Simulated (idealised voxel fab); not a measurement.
Process module under the name voxel released beams
In the cross-section labelled cut, the width is 150 nm and each square cell is 5 nm.
In what follows, cross-sections appear as grids of square cells, described through bands that run from the top down, where every band is one or more rows of cells. Read a band's entry like this: the first values are the height of its top and the height of its bottom in nm, and what follows is the sequence of materials from left to right, each with its width in nm. Note that "empty" is empty space, and that a single material marked "everywhere" reaches across the band from edge to edge. Ref level 0: as-received wafer is one material below here. Bottom band extends down with no lower bound ("0 down"). With a width like "30..40", each row of cells in the band differs from the next by the same amount, the top row carrying the first number and the bottom row the second. Step note "left unchanged" = no cross-section cell changed. Any empty space of 8 cells or more lacking an open way to the top shows up in "Voids, enclosed" as width x height at distance, distance from the left edge, in nm. Read whatever lies past the settings on a step's line as the simulator's own remark about the step. If you see "overlay nm" on a step's line and that step has a mask, it's telling you how far right of where it was planned the mask ended up; a negative number means it went left instead.
Planned process steps:
| 1 | RECEIVE with material Si |
| 2 | CONFORMAL_DEP with material Al2O3, thk nm 5 |
| 3 | DIRECTIONAL_DEP with material SiO2, thk nm 10 |
| 4 | PATTERN with tone open, mask id ANCHOR, material resist, width nm 25, thk nm 20, overlay nm 0 |
| 5 | DIRECTIONAL_ETCH with etch materials SiO2, depth nm 10 |
| 6 | STRIP with etch materials resist |
| 7 | CONFORMAL_DEP with material SiN, thk nm 10 |
| 8 | PATTERN with tone cover, mask id BEAM, material resist, width nm 110, thk nm 15, overlay nm 0 |
| 9 | DIRECTIONAL_ETCH with etch materials SiN, depth nm 10 |
| 10 | STRIP with etch materials resist |
| 11 | STRIP with etch materials SiO2 |
Incoming wafer in cross-section (state: after step 1):
	0 down | Si everywhere
	Voids, enclosed: none
Cross-sectional image of the first of two wafers at the end of the module, the run having proceeded as planned:
	25 to 15 | empty=15, then SiN=15, then empty=5, then SiN=90, then empty=25
	15 to 5 | empty=20, then SiN=25, then empty=105
	5 to 0 | Al2O3 everywhere
	0 down | Si everywhere
	Voids, enclosed: none
This cross-section belongs to the second wafer of two at the end of the module; the start and the plan were shared with the first, and the run included one mistake:
	20 to 10 | empty=15, then SiN=15, then empty=5, then SiN=90, then empty=25
	10 to 0 | empty=20, then SiN=25, then empty=105
	0 down | Si everywhere
	Voids, enclosed: none
Misprocessing identified: step 2 of the plan never got run, it was skipped over
At the finish, the second wafer shows more or fewer cells for some materials than the first does: Al2O3 -30
